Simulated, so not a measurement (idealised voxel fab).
voxel self aligned vias: a process module
The width of the displayed cross-section, cut, is 150 nm; its cells are square, with a size of 5 nm.
When this document writes out a cross-section, it uses a grid of square cells and lists it as bands, beginning at the top and moving down, with a band standing for one or more rows of cells. Band: top and bottom heights (nm) first, top before bottom; then materials from left to right, widths in nm. "everywhere" marks a sole material filling the band edge to edge. "air" denotes empty space. Heights are reckoned from 0. Under this level, the received wafer is all of one material. The bottommost band is open-ended downward, for example "0 nm and below". The notation "30..40" denotes a width that varies across the rows of cells in the band, beginning at the first number in the top row, finishing at the second number in the bottom row, and changing by an identical amount from each row to the next. The designation "nothing changed", where it is given for a processing step, indicates that no cell of the cross-section was altered in the course of that step. Entry "Enclosed void catalog". Content: empty spaces with no open connection to the top, size 8 cells or greater. Each: width x height at distance. Distance: from left edge. Unit: nm. Heads up: the bit after the settings on a step's line is the simulator's remark on that step. overlay nm: on a step with a mask, how far right of its planned place the mask lay; negative means left.
SET OUT BELOW ARE THE PLANNED STEPS OF THE PROCESS
1: RECEIVE | material Si
2: CONFORMAL_DEP | material SiO2 | thk nm 15
3: CONFORMAL_DEP | material SiCN | thk nm 5
4: DIRECTIONAL_DEP | material SiO2 | thk nm 30
5: PATTERN | tone open | mask id LINES | material resist | width nm 25 | pitch nm 65 | thk nm 15 | overlay nm 0
6: DIRECTIONAL_ETCH | etch materials SiO2 | depth nm 30
7: STRIP | etch materials resist
8: CONFORMAL_DEP | material TiN | thk nm 5
9: FILL_DEP | material W | thk nm 5
10: CMP | height nm 50
11: SELECTIVE_ETCH | etch materials W Ru TiN | depth nm 5
12: FILL_DEP | material SiN | thk nm 10
13: CMP | height nm 50
14: DIRECTIONAL_DEP | material SiO2 | thk nm 15
15: DIRECTIONAL_DEP | material aC | thk nm 10
16: PATTERN | tone open | mask id VIAS | material resist | width nm 45 | thk nm 30 | overlay nm 0
17: DIRECTIONAL_ETCH | etch materials aC | depth nm 10
18: STRIP | etch materials resist
19: DIRECTIONAL_ETCH | etch materials SiO2 | depth nm 15
20: DIRECTIONAL_ETCH | etch materials SiN | depth nm 5
21: STRIP | etch materials aC
22: CONFORMAL_DEP | material TiN | thk nm 5
23: FILL_DEP | material Cu | thk nm 5
24: CMP | height nm 65
25: CONFORMAL_DEP | material SiN | thk nm 5
INCOMING WAFER IN CROSS-SECTION (STATE: AFTER STEP 1)
  0 nm and below | Si everywhere
  Enclosed void catalog: none
FIRST OF TWO WAFERS: CROSS-SECTION AT END OF MODULE, RUN PER PLAN
  70 nm to 65 nm | SiN everywhere
  65 nm to 55 nm | SiO2 (20) / TiN (5) / Cu (35) / TiN (5) / SiO2 (85)
  55 nm to 50 nm | SiO2 (20) / TiN (15) / Cu (15) / TiN (15) / SiO2 (85)
  50 nm to 45 nm | SiO2 (30) / TiN (25) / SiO2 (40) / SiN (25) / SiO2 (30)
  45 nm to 25 nm | SiO2 (30) / TiN (5) / W (15) / TiN (5) / SiO2 (40) / TiN (5) / W (15) / TiN (5) / SiO2 (30)
  25 nm to 20 nm | SiO2 (30) / TiN (25) / SiO2 (40) / TiN (25) / SiO2 (30)
  20 nm to 15 nm | SiCN everywhere
  15 nm to 0 nm | SiO2 everywhere
  0 nm and below | Si everywhere
  Enclosed void catalog: none
SAME START, SAME PLAN AS THE FIRST WAFER - BUT ONE MISTAKE IN THE RUN. CROSS-SECTION OF THE SECOND OF THE TWO AT THE END OF THE MODULE
  70 nm to 65 nm | SiN everywhere
  65 nm to 50 nm | SiO2 (20) / TiN (5) / Cu (35) / TiN (5) / SiO2 (85)
  50 nm to 45 nm | SiN (20) / TiN (45) / SiN (85)
  45 nm to 20 nm | SiO2 (30) / TiN (5) / W (15) / TiN (5) / SiO2 (40) / TiN (5) / W (15) / TiN (5) / SiO2 (30)
  20 nm to 15 nm | SiO2 (30) / TiN (25) / SiO2 (40) / TiN (25) / SiO2 (30)
  15 nm to 0 nm | SiO2 everywhere
  0 nm and below | Si everywhere
  Enclosed void catalog: none
Nonconformance to the process plan: step 3 of the plan was bypassed and not carried out
It is noted that, at the conclusion of processing, the second wafer exhibits a higher or lower cell count for certain materials relative to the first: +4 Cu; -30 SiCN; +16 SiN; +4 TiN; +6 W
